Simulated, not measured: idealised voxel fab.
The following is a process module called voxel wiring stack.
Section shown: cut. Width: 145 nm. Cell size: 5 nm, square.
Format of a cross-section: grid, square cells. Given as bands. Order: top down. Band: one or more rows of cells.
Band: top and bottom heights (nm) first, top before bottom; then materials from left to right, widths in nm. "throughout" marks a sole material filling the band edge to edge. "blank" denotes empty space.
Heights from 0 (as-received wafer is one material below). Bottom band endless downward, as "z 0 and below".
Width: "30..40" (first number = top row, second number = bottom row, same change from row to row of cells).
Key: "nothing altered" - step with no changed cell in the cross-section.
Reported under the label "Unvented internal voids" are the empty spaces having no open way to the top and comprising 8 cells or more; the notation for each is width x height at distance, in which the distance is measured from the left edge and all three values are in nm.
On each step's line, the part that comes after the settings is the simulator's own comment on the step.
The "overlay nm" setting may appear on a step's line; for a step that uses a mask, it gives how far to the right of its planned position the mask lay, and a negative value indicates the left.

# So here's the lineup of process steps we planned
1) RECEIVE | material Si
2) CONFORMAL_DEP | material SiO2 | thk nm 15
3) CONFORMAL_DEP | material SiN | thk nm 5
4) DIRECTIONAL_DEP | material lowk | thk nm 15
5) PATTERN | tone open | mask id METAL_1 | material resist | width nm 25 | pitch nm 45 | thk nm 20 | overlay nm 0
6) DIRECTIONAL_ETCH | etch materials lowk | depth nm 15
7) DIRECTIONAL_ETCH | etch materials SiN | depth nm 5
8) STRIP | etch materials resist
9) CONFORMAL_DEP | material TiN | thk nm 5
10) FILL_DEP | material W | thk nm 5
11) CMP | height nm 35
12) CONFORMAL_DEP | material SiCN | thk nm 5
13) DIRECTIONAL_DEP | material lowk | thk nm 15
14) PATTERN | tone open | mask id PLUG_1 | material resist | width nm 15 | thk nm 20 | overlay nm 0
15) DIRECTIONAL_ETCH | etch materials lowk | depth nm 15
16) DIRECTIONAL_ETCH | etch materials SiCN | depth nm 5
17) STRIP | etch materials resist
18) EPI | material Ru | thk nm 10
19) EPI | material Ru | thk nm 10
20) DIRECTIONAL_DEP | material TiN | thk nm 5
21) DIRECTIONAL_DEP | material W | thk nm 25
22) DIRECTIONAL_DEP | material aC | thk nm 15
23) PATTERN | tone cover | mask id METAL_2 | material resist | width nm 25 | pitch nm 45 | thk nm 35 | overlay nm 0
24) DIRECTIONAL_ETCH | etch materials aC | depth nm 15
25) STRIP | etch materials resist
26) DIRECTIONAL_ETCH | etch materials W | depth nm 25
27) DIRECTIONAL_ETCH | etch materials TiN | depth nm 5
28) STRIP | etch materials aC
29) FILL_DEP | material lowk | thk nm 5
30) CMP | height nm 85
31) CONFORMAL_DEP | material SiN | thk nm 5

# First wafer, two in total, run as planned

# Incoming wafer in cross-section (state: after step 1)
z 0 and below = Si throughout
Unvented internal voids: none

# Cross-section of the wafer subsequent to step 2
z 15 to 0 = SiO2 throughout
Everything below 0 is unchanged.

# Cross-section of the wafer subsequent to step 3
z 20 to 15 = SiN throughout
Everything below 15 is unchanged.

# Cross-section of the wafer subsequent to step 4
z 35 to 20 = lowk throughout
Everything below 20 is unchanged.

# Cross-section of the wafer subsequent to step 5
z 55 to 35 = resist=35 | blank=25 | resist=20 | blank=25 | resist=40
Everything below 35 is unchanged.

# Cross-section of the wafer subsequent to step 6
z 55 to 35 = resist=35 | blank=25 | resist=20 | blank=25 | resist=40
z 35 to 20 = lowk=35 | blank=25 | lowk=20 | blank=25 | lowk=40
Everything below 20 is unchanged.

# Cross-section of the wafer subsequent to step 7
z 55 to 35 = resist=35 | blank=25 | resist=20 | blank=25 | resist=40
z 35 to 20 = lowk=35 | blank=25 | lowk=20 | blank=25 | lowk=40
z 20 to 15 = SiN=35 | blank=25 | SiN=20 | blank=25 | SiN=40
Everything below 15 is unchanged.

# Cross-section of the wafer subsequent to step 8
z 35 to 20 = lowk=35 | blank=25 | lowk=20 | blank=25 | lowk=40
Everything below 20 is unchanged.

# Cross-section of the wafer subsequent to step 9
z 40 to 35 = TiN=40 | blank=15 | TiN=30 | blank=15 | TiN=45
z 35 to 20 = lowk=35 | TiN=5 | blank=15 | TiN=5 | lowk=20 | TiN=5 | blank=15 | TiN=5 | lowk=40
z 20 to 15 = SiN=35 | TiN=25 | SiN=20 | TiN=25 | SiN=40
Everything below 15 is unchanged.

# Cross-section of the wafer subsequent to step 10
z 45 to 40 = W throughout
z 40 to 35 = TiN=40 | W=15 | TiN=30 | W=15 | TiN=45
z 35 to 20 = lowk=35 | TiN=5 | W=15 | TiN=5 | lowk=20 | TiN=5 | W=15 | TiN=5 | lowk=40
Everything below 20 is unchanged.

# Cross-section of the wafer subsequent to step 11
z 35 to 20 = lowk=35 | TiN=5 | W=15 | TiN=5 | lowk=20 | TiN=5 | W=15 | TiN=5 | lowk=40
Everything below 20 is unchanged.

# Cross-section of the wafer subsequent to step 12
z 40 to 35 = SiCN throughout
Everything below 35 is unchanged.

# Cross-section of the wafer subsequent to step 13
z 55 to 40 = lowk throughout
Everything below 40 is unchanged.

# Cross-section of the wafer subsequent to step 14
z 75 to 55 = resist=35 | blank=15 | resist=95
Everything below 55 is unchanged.

# Cross-section of the wafer subsequent to step 15
z 75 to 55 = resist=35 | blank=15 | resist=95
z 55 to 40 = lowk=35 | blank=15 | lowk=95
Everything below 40 is unchanged.

# Cross-section of the wafer subsequent to step 16
z 75 to 55 = resist=35 | blank=15 | resist=95
z 55 to 40 = lowk=35 | blank=15 | lowk=95
z 40 to 35 = SiCN=35 | blank=15 | SiCN=95
Everything below 35 is unchanged.

# Cross-section of the wafer subsequent to step 17
z 55 to 40 = lowk=35 | blank=15 | lowk=95
Everything below 40 is unchanged.

# Cross-section of the wafer subsequent to step 18
z 55 to 45 = lowk=35 | blank=15 | lowk=95
z 45 to 40 = lowk=35 | Ru=15 | lowk=95
z 40 to 35 = SiCN=35 | Ru=15 | SiCN=95
Everything below 35 is unchanged.

# Cross-section of the wafer subsequent to step 19
z 55 to 40 = lowk=35 | Ru=15 | lowk=95
Everything below 40 is unchanged.

# Cross-section of the wafer subsequent to step 20
z 60 to 55 = TiN throughout
Everything below 55 is unchanged.

# Cross-section of the wafer subsequent to step 21
z 85 to 60 = W throughout
Everything below 60 is unchanged.

# Cross-section of the wafer subsequent to step 22
z 100 to 85 = aC throughout
Everything below 85 is unchanged.

# Cross-section of the wafer subsequent to step 23
z 135 to 100 = blank=35 | resist=25 | blank=20 | resist=25 | blank=40
Everything below 100 is unchanged.

# Cross-section of the wafer subsequent to step 24
z 120 to 100 = blank=35 | resist=25 | blank=20 | resist=25 | blank=40
z 100 to 85 = blank=35 | aC=25 | blank=20 | aC=25 | blank=40
Everything below 85 is unchanged.

# Cross-section of the wafer subsequent to step 25
z 100 to 85 = blank=35 | aC=25 | blank=20 | aC=25 | blank=40
Everything below 85 is unchanged.

# Cross-section of the wafer subsequent to step 26
z 100 to 85 = blank=35 | aC=25 | blank=20 | aC=25 | blank=40
z 85 to 60 = blank=35 | W=25 | blank=20 | W=25 | blank=40
Everything below 60 is unchanged.

# Cross-section of the wafer subsequent to step 27
z 100 to 85 = blank=35 | aC=25 | blank=20 | aC=25 | blank=40
z 85 to 60 = blank=35 | W=25 | blank=20 | W=25 | blank=40
z 60 to 55 = blank=35 | TiN=25 | blank=20 | TiN=25 | blank=40
Everything below 55 is unchanged.

# Cross-section of the wafer subsequent to step 28
z 85 to 60 = blank=35 | W=25 | blank=20 | W=25 | blank=40
Everything below 60 is unchanged.

# Cross-section of the wafer subsequent to step 29
z 90 to 85 = lowk throughout
z 85 to 60 = lowk=35 | W=25 | lowk=20 | W=25 | lowk=40
z 60 to 55 = lowk=35 | TiN=25 | lowk=20 | TiN=25 | lowk=40
Everything below 55 is unchanged.

# Cross-section of the wafer subsequent to step 30
z 85 to 60 = lowk=35 | W=25 | lowk=20 | W=25 | lowk=40
Everything below 60 is unchanged.

# Cross-section of the wafer subsequent to step 31
z 90 to 85 = SiN throughout
Everything below 85 is unchanged.

# Companion wafer, the second of two: same beginning, same intended sequence, one mistake in carrying it out; through step 11 inclusive it tracks the first exactly

# Cross-sectional representation of the second wafer at the time designated in the plan for the completion of step 12
z 50 to 35 = lowk throughout
Everything below 35 is unchanged.

# Cross-sectional representation of the second wafer at the time designated in the plan for the completion of step 13
z 55 to 50 = SiCN throughout
Everything below 50 is unchanged.

# Cross-sectional representation of the second wafer at the time designated in the plan for the completion of step 14
z 75 to 55 = resist=35 | blank=15 | resist=95
Everything below 55 is unchanged.

Cross-sectional representation of the second wafer at the time designated in the plan for the completion of step 15: nothing altered

# Cross-sectional representation of the second wafer at the time designated in the plan for the completion of step 16
z 75 to 55 = resist=35 | blank=15 | resist=95
z 55 to 50 = SiCN=35 | blank=15 | SiCN=95
Everything below 50 is unchanged.

# Cross-sectional representation of the second wafer at the time designated in the plan for the completion of step 17
z 55 to 50 = SiCN=35 | blank=15 | SiCN=95
Everything below 50 is unchanged.

Cross-sectional representation of the second wafer at the time designated in the plan for the completion of step 18: nothing altered

Cross-sectional representation of the second wafer at the time designated in the plan for the completion of step 19: nothing altered

# Cross-sectional representation of the second wafer at the time designated in the plan for the completion of step 20
z 60 to 55 = TiN=35 | blank=15 | TiN=95
z 55 to 50 = SiCN=35 | TiN=15 | SiCN=95
Everything below 50 is unchanged.

# Cross-sectional representation of the second wafer at the time designated in the plan for the completion of step 21
z 85 to 80 = W=35 | blank=15 | W=95
z 80 to 60 = W throughout
z 60 to 55 = TiN=35 | W=15 | TiN=95
Everything below 55 is unchanged.

# Cross-sectional representation of the second wafer at the time designated in the plan for the completion of step 22
z 100 to 95 = aC=35 | blank=15 | aC=95
z 95 to 85 = aC throughout
z 85 to 80 = W=35 | aC=15 | W=95
Everything below 80 is unchanged.

# Cross-sectional representation of the second wafer at the time designated in the plan for the completion of step 23
z 135 to 100 = blank=35 | resist=25 | blank=20 | resist=25 | blank=40
z 100 to 95 = aC=35 | resist=15 | aC=95
Everything below 95 is unchanged.

# Cross-sectional representation of the second wafer at the time designated in the plan for the completion of step 24
z 120 to 100 = blank=35 | resist=25 | blank=20 | resist=25 | blank=40
z 100 to 95 = blank=35 | resist=15 | aC=10 | blank=20 | aC=25 | blank=40
z 95 to 85 = blank=35 | aC=25 | blank=20 | aC=25 | blank=40
Everything below 85 is unchanged.

# Cross-sectional representation of the second wafer at the time designated in the plan for the completion of step 25
z 100 to 95 = blank=50 | aC=10 | blank=20 | aC=25 | blank=40
Everything below 95 is unchanged.

# Cross-sectional representation of the second wafer at the time designated in the plan for the completion of step 26
z 100 to 95 = blank=50 | aC=10 | blank=20 | aC=25 | blank=40
z 95 to 85 = blank=35 | aC=25 | blank=20 | aC=25 | blank=40
z 85 to 80 = blank=35 | aC=15 | W=10 | blank=20 | W=25 | blank=40
z 80 to 60 = blank=35 | W=25 | blank=20 | W=25 | blank=40
Everything below 60 is unchanged.

# Cross-sectional representation of the second wafer at the time designated in the plan for the completion of step 27
z 100 to 95 = blank=50 | aC=10 | blank=20 | aC=25 | blank=40
z 95 to 85 = blank=35 | aC=25 | blank=20 | aC=25 | blank=40
z 85 to 80 = blank=35 | aC=15 | W=10 | blank=20 | W=25 | blank=40
z 80 to 60 = blank=35 | W=25 | blank=20 | W=25 | blank=40
z 60 to 55 = blank=35 | W=15 | TiN=10 | blank=20 | TiN=25 | blank=40
Everything below 55 is unchanged.

# Cross-sectional representation of the second wafer at the time designated in the plan for the completion of step 28
z 85 to 80 = blank=50 | W=10 | blank=20 | W=25 | blank=40
Everything below 80 is unchanged.

# Cross-sectional representation of the second wafer at the time designated in the plan for the completion of step 29
z 90 to 85 = lowk throughout
z 85 to 80 = lowk=50 | W=10 | lowk=20 | W=25 | lowk=40
z 80 to 60 = lowk=35 | W=25 | lowk=20 | W=25 | lowk=40
z 60 to 55 = lowk=35 | W=15 | TiN=10 | lowk=20 | TiN=25 | lowk=40
Everything below 55 is unchanged.

# Cross-sectional representation of the second wafer at the time designated in the plan for the completion of step 30
z 85 to 80 = lowk=50 | W=10 | lowk=20 | W=25 | lowk=40
Everything below 80 is unchanged.

# Cross-sectional representation of the second wafer at the time designated in the plan for the completion of step 31
z 90 to 85 = SiN throughout
Everything below 85 is unchanged.
what went wrong: swap of plan steps 12 and 13 during execution
Looking at both finished wafers in cells, the second ends up ahead of or behind the first on some materials: 12 fewer of Ru, 12 more of lowk
